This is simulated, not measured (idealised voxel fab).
The name of this process module is voxel self aligned contacts.
The width of the displayed cross-section, cut, is 290 nm; its cells are square, with a size of 5 nm.
Just so we're on the same page, the cross-sections are grids of square cells, and they're listed out in bands top to bottom, each band one or more rows deep.
The entry gives the band's vertical extent as a top height and a bottom height in nm, then its horizontal make-up as materials from left to right, each with a width in nm. "air" stands for empty space; a single material marked "everywhere" fills the band edge to edge.
Convention: height 0 is the level below which the wafer, as received, is all one material. The lowest band does not terminate at the bottom but continues downward, represented as "top 0, no bottom".
Width "30..40": first value at the band's top row of cells, second value at its bottom row, equal change from row to row.
Where a step carries "left unchanged", the cross-section came out of it unchanged, cell for cell.
If an empty space has no open way to the top and is at least 8 cells in size, "Completely sealed voids" lists it, written width x height at distance, where distance is measured from the left edge and every value is in nm.
Where a step's line continues beyond its settings, the continuation is a remark by the simulator itself on that step.
overlay nm: mask offset rightward from planned place, masked step; negative means leftward offset.
THIS SECTION LISTS THE PROCESS STEPS THAT WERE PLANNED
| 1 | RECEIVE [material Si] |
| 2 | OXIDIZE [depth nm 5] |
| 3 | DIRECTIONAL_DEP [material polySi] [thk nm 25] |
| 4 | DIRECTIONAL_DEP [material SiN] [thk nm 20] |
| 5 | DIRECTIONAL_DEP [material aC] [thk nm 15] |
| 6 | PATTERN [tone cover] [mask id GATE] [material resist] [width nm 25] [pitch nm 70] [thk nm 30] [overlay nm 0] |
| 7 | DIRECTIONAL_ETCH [etch materials aC] [depth nm 15] |
| 8 | STRIP [etch materials resist] |
| 9 | DIRECTIONAL_ETCH [etch materials SiN] [depth nm 20] |
| 10 | DIRECTIONAL_ETCH [etch materials polySi] [depth nm 25] |
| 11 | STRIP [etch materials aC] |
| 12 | CONFORMAL_DEP [material SiN] [thk nm 10] |
| 13 | DIRECTIONAL_ETCH [etch materials SiN] [depth nm 10] |
| 14 | FILL_DEP [material SiO2] [thk nm 20] |
| 15 | CMP [height nm 55] |
| 16 | MASKED_ETCH [tone open] [mask id CONTACT] [width nm 55] [etch materials SiO2] [depth nm 60] [overlay nm 0] |
| 17 | CONFORMAL_DEP [material TiN] [thk nm 5] |
| 18 | FILL_DEP [material W] [thk nm 10] |
| 19 | CMP [height nm 55] |
| 20 | CONFORMAL_DEP [material SiN] [thk nm 5] |
ACCOUNT OF THE FIRST OF TWO WAFERS, WHICH WAS PROCESSED AS INTENDED
WAFER AS RECEIVED: CROSS-SECTION FOLLOWING STEP 1
  top 0, no bottom | Si everywhere
  Completely sealed voids: none
WAFER XSEC, POST STEP 2
  top 0, bottom -5 | SiO2 everywhere
  Anything lower than -5 is untouched.
WAFER XSEC, POST STEP 3
  top 25, bottom 0 | polySi everywhere
  Anything lower than 0 is untouched.
WAFER XSEC, POST STEP 4
  top 45, bottom 25 | SiN everywhere
  Anything lower than 25 is untouched.
WAFER XSEC, POST STEP 5
  top 60, bottom 45 | aC everywhere
  Anything lower than 45 is untouched.
WAFER XSEC, POST STEP 6
  top 90, bottom 60 | air (95) / resist (25) / air (45) / resist (25) / air (100)
  Anything lower than 60 is untouched.
WAFER XSEC, POST STEP 7
  top 75, bottom 60 | air (95) / resist (25) / air (45) / resist (25) / air (100)
  top 60, bottom 45 | air (95) / aC (25) / air (45) / aC (25) / air (100)
  Anything lower than 45 is untouched.
WAFER XSEC, POST STEP 8
  top 60, bottom 45 | air (95) / aC (25) / air (45) / aC (25) / air (100)
  Anything lower than 45 is untouched.
WAFER XSEC, POST STEP 9
  top 60, bottom 45 | air (95) / aC (25) / air (45) / aC (25) / air (100)
  top 45, bottom 25 | air (95) / SiN (25) / air (45) / SiN (25) / air (100)
  Anything lower than 25 is untouched.
WAFER XSEC, POST STEP 10
  top 60, bottom 45 | air (95) / aC (25) / air (45) / aC (25) / air (100)
  top 45, bottom 25 | air (95) / SiN (25) / air (45) / SiN (25) / air (100)
  top 25, bottom 0 | air (95) / polySi (25) / air (45) / polySi (25) / air (100)
  Anything lower than 0 is untouched.
WAFER XSEC, POST STEP 11
  top 45, bottom 25 | air (95) / SiN (25) / air (45) / SiN (25) / air (100)
  Anything lower than 25 is untouched.
WAFER XSEC, POST STEP 12
  top 55, bottom 25 | air (85) / SiN (45) / air (25) / SiN (45) / air (90)
  top 25, bottom 10 | air (85) / SiN (10) / polySi (25) / SiN (10) / air (25) / SiN (10) / polySi (25) / SiN (10) / air (90)
  top 10, bottom 0 | SiN (95) / polySi (25) / SiN (45) / polySi (25) / SiN (100)
  Anything lower than 0 is untouched.
WAFER XSEC, POST STEP 13
  top 45, bottom 25 | air (85) / SiN (45) / air (25) / SiN (45) / air (90)
  top 25, bottom 0 | air (85) / SiN (10) / polySi (25) / SiN (10) / air (25) / SiN (10) / polySi (25) / SiN (10) / air (90)
  Anything lower than 0 is untouched.
WAFER XSEC, POST STEP 14
  top 65, bottom 45 | SiO2 everywhere
  top 45, bottom 25 | SiO2 (85) / SiN (45) / SiO2 (25) / SiN (45) / SiO2 (90)
  top 25, bottom 0 | SiO2 (85) / SiN (10) / polySi (25) / SiN (10) / SiO2 (25) / SiN (10) / polySi (25) / SiN (10) / SiO2 (90)
  Anything lower than 0 is untouched.
WAFER XSEC, POST STEP 15
  top 55, bottom 45 | SiO2 everywhere
  Anything lower than 45 is untouched.
WAFER XSEC, POST STEP 16
  top 55, bottom 45 | SiO2 (115) / air (55) / SiO2 (120)
  top 45, bottom 25 | SiO2 (85) / SiN (45) / air (25) / SiN (45) / SiO2 (90)
  top 25, bottom 0 | SiO2 (85) / SiN (10) / polySi (25) / SiN (10) / air (25) / SiN (10) / polySi (25) / SiN (10) / SiO2 (90)
  top 0, bottom -5 | SiO2 (130) / air (25) / SiO2 (135)
  Anything lower than -5 is untouched.
WAFER XSEC, POST STEP 17
  top 60, bottom 55 | TiN (120) / air (45) / TiN (125)
  top 55, bottom 45 | SiO2 (115) / TiN (5..20) / air (45..15) / TiN (5..20) / SiO2 (120)
  top 45, bottom 25 | SiO2 (85) / SiN (45) / TiN (5) / air (15) / TiN (5) / SiN (45) / SiO2 (90)
  top 25, bottom 0 | SiO2 (85) / SiN (10) / polySi (25) / SiN (10) / TiN (5) / air (15) / TiN (5) / SiN (10) / polySi (25) / SiN (10) / SiO2 (90)
  top 0, bottom -5 | SiO2 (130) / TiN (25) / SiO2 (135)
  Anything lower than -5 is untouched.
WAFER XSEC, POST STEP 18
  top 70, bottom 60 | W everywhere
  top 60, bottom 55 | TiN (120) / W (45) / TiN (125)
  top 55, bottom 45 | SiO2 (115) / TiN (5..20) / W (45..15) / TiN (5..20) / SiO2 (120)
  top 45, bottom 25 | SiO2 (85) / SiN (45) / TiN (5) / W (15) / TiN (5) / SiN (45) / SiO2 (90)
  top 25, bottom 0 | SiO2 (85) / SiN (10) / polySi (25) / SiN (10) / TiN (5) / W (15) / TiN (5) / SiN (10) / polySi (25) / SiN (10) / SiO2 (90)
  Anything lower than 0 is untouched.
WAFER XSEC, POST STEP 19
  top 55, bottom 45 | SiO2 (115) / TiN (5..20) / W (45..15) / TiN (5..20) / SiO2 (120)
  Anything lower than 45 is untouched.
WAFER XSEC, POST STEP 20
  top 60, bottom 55 | SiN everywhere
  Anything lower than 55 is untouched.
SECOND WAFER - SHARED START AND PLAN WITH THE FIRST - ONE ERROR IN RUNNING - SAME AS THE FIRST UP TO STEP 2 INCLUSIVE
CROSS-SECTION OF THE SECOND WAFER CORRESPONDING TO THE PLANNED CONCLUSION OF STEP 3
  top 50, bottom 0 | polySi everywhere
  Anything lower than 0 is untouched.
CROSS-SECTION OF THE SECOND WAFER CORRESPONDING TO THE PLANNED CONCLUSION OF STEP 4
  top 70, bottom 50 | SiN everywhere
  Anything lower than 50 is untouched.
CROSS-SECTION OF THE SECOND WAFER CORRESPONDING TO THE PLANNED CONCLUSION OF STEP 5
  top 85, bottom 70 | aC everywhere
  Anything lower than 70 is untouched.
CROSS-SECTION OF THE SECOND WAFER CORRESPONDING TO THE PLANNED CONCLUSION OF STEP 6
  top 115, bottom 85 | air (95) / resist (25) / air (45) / resist (25) / air (100)
  Anything lower than 85 is untouched.
CROSS-SECTION OF THE SECOND WAFER CORRESPONDING TO THE PLANNED CONCLUSION OF STEP 7
  top 100, bottom 85 | air (95) / resist (25) / air (45) / resist (25) / air (100)
  top 85, bottom 70 | air (95) / aC (25) / air (45) / aC (25) / air (100)
  Anything lower than 70 is untouched.
CROSS-SECTION OF THE SECOND WAFER CORRESPONDING TO THE PLANNED CONCLUSION OF STEP 8
  top 85, bottom 70 | air (95) / aC (25) / air (45) / aC (25) / air (100)
  Anything lower than 70 is untouched.
CROSS-SECTION OF THE SECOND WAFER CORRESPONDING TO THE PLANNED CONCLUSION OF STEP 9
  top 85, bottom 70 | air (95) / aC (25) / air (45) / aC (25) / air (100)
  top 70, bottom 50 | air (95) / SiN (25) / air (45) / SiN (25) / air (100)
  Anything lower than 50 is untouched.
CROSS-SECTION OF THE SECOND WAFER CORRESPONDING TO THE PLANNED CONCLUSION OF STEP 10
  top 85, bottom 70 | air (95) / aC (25) / air (45) / aC (25) / air (100)
  top 70, bottom 50 | air (95) / SiN (25) / air (45) / SiN (25) / air (100)
  top 50, bottom 25 | air (95) / polySi (25) / air (45) / polySi (25) / air (100)
  Anything lower than 25 is untouched.
CROSS-SECTION OF THE SECOND WAFER CORRESPONDING TO THE PLANNED CONCLUSION OF STEP 11
  top 70, bottom 50 | air (95) / SiN (25) / air (45) / SiN (25) / air (100)
  Anything lower than 50 is untouched.
CROSS-SECTION OF THE SECOND WAFER CORRESPONDING TO THE PLANNED CONCLUSION OF STEP 12
  top 80, bottom 50 | air (85) / SiN (45) / air (25) / SiN (45) / air (90)
  top 50, bottom 35 | air (85) / SiN (10) / polySi (25) / SiN (10) / air (25) / SiN (10) / polySi (25) / SiN (10) / air (90)
  top 35, bottom 25 | SiN (95) / polySi (25) / SiN (45) / polySi (25) / SiN (100)
  Anything lower than 25 is untouched.
CROSS-SECTION OF THE SECOND WAFER CORRESPONDING TO THE PLANNED CONCLUSION OF STEP 13
  top 70, bottom 50 | air (85) / SiN (45) / air (25) / SiN (45) / air (90)
  top 50, bottom 25 | air (85) / SiN (10) / polySi (25) / SiN (10) / air (25) / SiN (10) / polySi (25) / SiN (10) / air (90)
  Anything lower than 25 is untouched.
CROSS-SECTION OF THE SECOND WAFER CORRESPONDING TO THE PLANNED CONCLUSION OF STEP 14
  top 90, bottom 70 | SiO2 everywhere
  top 70, bottom 50 | SiO2 (85) / SiN (45) / SiO2 (25) / SiN (45) / SiO2 (90)
  top 50, bottom 25 | SiO2 (85) / SiN (10) / polySi (25) / SiN (10) / SiO2 (25) / SiN (10) / polySi (25) / SiN (10) / SiO2 (90)
  Anything lower than 25 is untouched.
CROSS-SECTION OF THE SECOND WAFER CORRESPONDING TO THE PLANNED CONCLUSION OF STEP 15
  top 55, bottom 50 | SiO2 (85) / SiN (45) / SiO2 (25) / SiN (45) / SiO2 (90)
  Anything lower than 50 is untouched.
CROSS-SECTION OF THE SECOND WAFER CORRESPONDING TO THE PLANNED CONCLUSION OF STEP 16
  top 55, bottom 50 | SiO2 (85) / SiN (45) / air (25) / SiN (45) / SiO2 (90)
  top 50, bottom 25 | SiO2 (85) / SiN (10) / polySi (25) / SiN (10) / air (25) / SiN (10) / polySi (25) / SiN (10) / SiO2 (90)
  Anything lower than 25 is untouched.
CROSS-SECTION OF THE SECOND WAFER CORRESPONDING TO THE PLANNED CONCLUSION OF STEP 17
  top 60, bottom 55 | TiN (135) / air (15) / TiN (140)
  top 55, bottom 50 | SiO2 (85) / SiN (45) / TiN (5) / air (15) / TiN (5) / SiN (45) / SiO2 (90)
  top 50, bottom 30 | SiO2 (85) / SiN (10) / polySi (25) / SiN (10) / TiN (5) / air (15) / TiN (5) / SiN (10) / polySi (25) / SiN (10) / SiO2 (90)
  top 30, bottom 25 | SiO2 (85) / SiN (10) / polySi (25) / SiN (10) / TiN (25) / SiN (10) / polySi (25) / SiN (10) / SiO2 (90)
  Anything lower than 25 is untouched.
CROSS-SECTION OF THE SECOND WAFER CORRESPONDING TO THE PLANNED CONCLUSION OF STEP 18
  top 70, bottom 60 | W everywhere
  top 60, bottom 55 | TiN (135) / W (15) / TiN (140)
  top 55, bottom 50 | SiO2 (85) / SiN (45) / TiN (5) / W (15) / TiN (5) / SiN (45) / SiO2 (90)
  top 50, bottom 30 | SiO2 (85) / SiN (10) / polySi (25) / SiN (10) / TiN (5) / W (15) / TiN (5) / SiN (10) / polySi (25) / SiN (10) / SiO2 (90)
  Anything lower than 30 is untouched.
CROSS-SECTION OF THE SECOND WAFER CORRESPONDING TO THE PLANNED CONCLUSION OF STEP 19
  top 55, bottom 50 | SiO2 (85) / SiN (45) / TiN (5) / W (15) / TiN (5) / SiN (45) / SiO2 (90)
  Anything lower than 50 is untouched.
CROSS-SECTION OF THE SECOND WAFER CORRESPONDING TO THE PLANNED CONCLUSION OF STEP 20
  top 60, bottom 55 | SiN everywhere
  Anything lower than 55 is untouched.
Misprocessing identified: step 3 of the plan was twice carried out
Once processing is complete, comparing cell counts shows that the second wafer has more or fewer of certain materials than the first: -54 SiN | -194 SiO2 | -18 TiN | -24 W | +290 polySi
